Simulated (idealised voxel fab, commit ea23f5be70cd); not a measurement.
process module | voxel gate over fins
cross-section cut | 140 nm wide | cells 5 nm
A cross-section is a grid of square cells, given in bands from the top down. A band is one or more rows of cells.
Each band's line starts with the height of the band's top and of its bottom, in nm. Then come its materials from left to right, each with its width in nm. One material with "throughout" fills the band from edge to edge. "air" is empty space.
Height 0 is the level under which the wafer as received is all one material. The lowest band goes on downwards, as in "0 down".
A width such as "30 to 40" changes by the same amount from each row of cells to the next, from the band's top row to its bottom row.
"no change" after a step means that no cell of the cross-section changed.
closed voids: empty space of 8 cells or more with no open way to the top, each as width x height at its distance from the left edge, in nm
after a step's settings: what the simulator itself notes on the step
overlay nm, on a step with a mask: how far to the right of its planned place the mask lay; to the left if negative
plan
1 op RECEIVE | material Si
2 op CONFORMAL_DEP | material SiN | thk nm 10
3 op DIRECTIONAL_DEP | material aC | thk nm 10
4 op PATTERN | tone cover | mask id FINS | material resist | width nm 15 | pitch nm 55 | thk nm 25 | overlay nm 0
5 op DIRECTIONAL_ETCH | etch materials aC | depth nm 10
6 op STRIP | etch materials resist
7 op DIRECTIONAL_ETCH | etch materials SiN | depth nm 10
8 op DIRECTIONAL_ETCH | etch materials Si | depth nm 35
9 op STRIP | etch materials aC
10 op OXIDIZE | depth nm 5
11 op FILL_DEP | material SiO2 | thk nm 10
12 op CMP | height nm 10
13 op DIRECTIONAL_DEP | material aC | thk nm 15
14 op PATTERN | tone open | mask id RAIL | material resist | width nm 15 | thk nm 30 | overlay nm 0
15 op DIRECTIONAL_ETCH | etch materials aC | depth nm 15
16 op STRIP | etch materials resist
17 op DIRECTIONAL_ETCH | etch materials SiO2 | depth nm 40
18 op STRIP | etch materials aC
19 op CONFORMAL_DEP | material TiN | thk nm 5
20 op FILL_DEP | material Ru | thk nm 10
21 op CMP | height nm 10
22 op SELECTIVE_ETCH | etch materials W Ru TiN | depth nm 25
23 op FILL_DEP | material SiO2 | thk nm 5
24 op CMP | height nm 10
25 op SELECTIVE_ETCH | etch materials SiO2 | depth nm 20
26 op STRIP | etch materials SiN
27 op CONFORMAL_DEP | material HfO2 | thk nm 5
28 op CONFORMAL_DEP | material TiN | thk nm 5
29 op CONFORMAL_DEP | material TiAl | thk nm 5
30 op CONFORMAL_DEP | material TiN | thk nm 5
31 op FILL_DEP | material W | thk nm 15
32 op CMP | height nm 30
33 op CONFORMAL_DEP | material SiCN | thk nm 10
as received, after step 1
  0 down: Si throughout
  closed voids: none
first wafer at the end, as planned
  40 to 30: SiCN throughout
  30 to 20: W throughout
  20 to 15: W 20 | TiN 45 | W 10 | TiN 45 | W 20
  15 to 10: W 20 | TiN 5 | TiAl 35 | TiN 5 | W 10 | TiN 5 | TiAl 35 | TiN 5 | W 20
  10 to 5: TiN 25 | TiAl 5 | TiN 25 | TiAl 5 | TiN 20 | TiAl 5 | TiN 25 | TiAl 5 | TiN 25
  5 to 0: TiAl 30 | TiN 5 | HfO2 15 | TiN 5 | TiAl 30 | TiN 5 | HfO2 15 | TiN 5 | TiAl 30
  0 to -5: TiN 35 | HfO2 5 | Si 5 | HfO2 5 | TiN 40 | HfO2 5 | Si 5 | HfO2 5 | TiN 35
  -5 to -10: HfO2 40 | Si 5 | HfO2 50 | Si 5 | HfO2 40
  -10 to -15: SiO2 40 | Si 5 | SiO2 50 | Si 5 | SiO2 40
  -15 to -25: SiO2 40 | Si 5 | SiO2 15 | TiN 5 | Ru 5 | TiN 5 | SiO2 20 | Si 5 | SiO2 40
  -25 to -30: SiO2 40 | Si 5 | SiO2 15 | TiN 15 | SiO2 20 | Si 5 | SiO2 40
  -30 to -40: SiO2 40 | Si 5 | SiO2 50 | Si 5 | SiO2 40
  -40 down: Si throughout
  closed voids: none
second wafer at the end: like start, like plan, one mistake
  40 to 30: SiCN throughout
  30 to 20: W throughout
  20 to 15: W 20 | TiN 100 | W 20
  15 to 10: W 20 | TiN 5 | TiAl 90 | TiN 5 | W 20
  10 to 5: TiN 25 | TiAl 5 | TiN 80 | TiAl 5 | TiN 25
  5 to 0: TiAl 30 | TiN 5 | HfO2 15 | TiN 5 | HfO2 25 | TiN 10 | HfO2 15 | TiN 5 | TiAl 30
  0 to -5: TiN 35 | HfO2 5 | Si 5 | HfO2 5 | TiN 5 | HfO2 5 | TiN 5 | Ru 5 | TiN 5 | HfO2 5 | TiN 10 | HfO2 5 | Si 5 | HfO2 5 | TiN 35
  -5 to -10: HfO2 40 | Si 5 | HfO2 15 | TiN 5 | Ru 5 | TiN 5 | HfO2 20 | Si 5 | HfO2 40
  -10 to -25: SiO2 40 | Si 5 | SiO2 15 | TiN 5 | Ru 5 | TiN 5 | SiO2 20 | Si 5 | SiO2 40
  -25 to -30: SiO2 40 | Si 5 | SiO2 15 | TiN 15 | SiO2 20 | Si 5 | SiO2 40
  -30 to -40: SiO2 40 | Si 5 | SiO2 50 | Si 5 | SiO2 40
  -40 down: Si throughout
  closed voids: none
what went wrong: step 21 was left out
at the end the second wafer has, in cells: 4 more of HfO2 | 3 more of Ru | 3 fewer of SiO2 | 4 fewer of TiAl | 4 more of TiN | 4 fewer of W
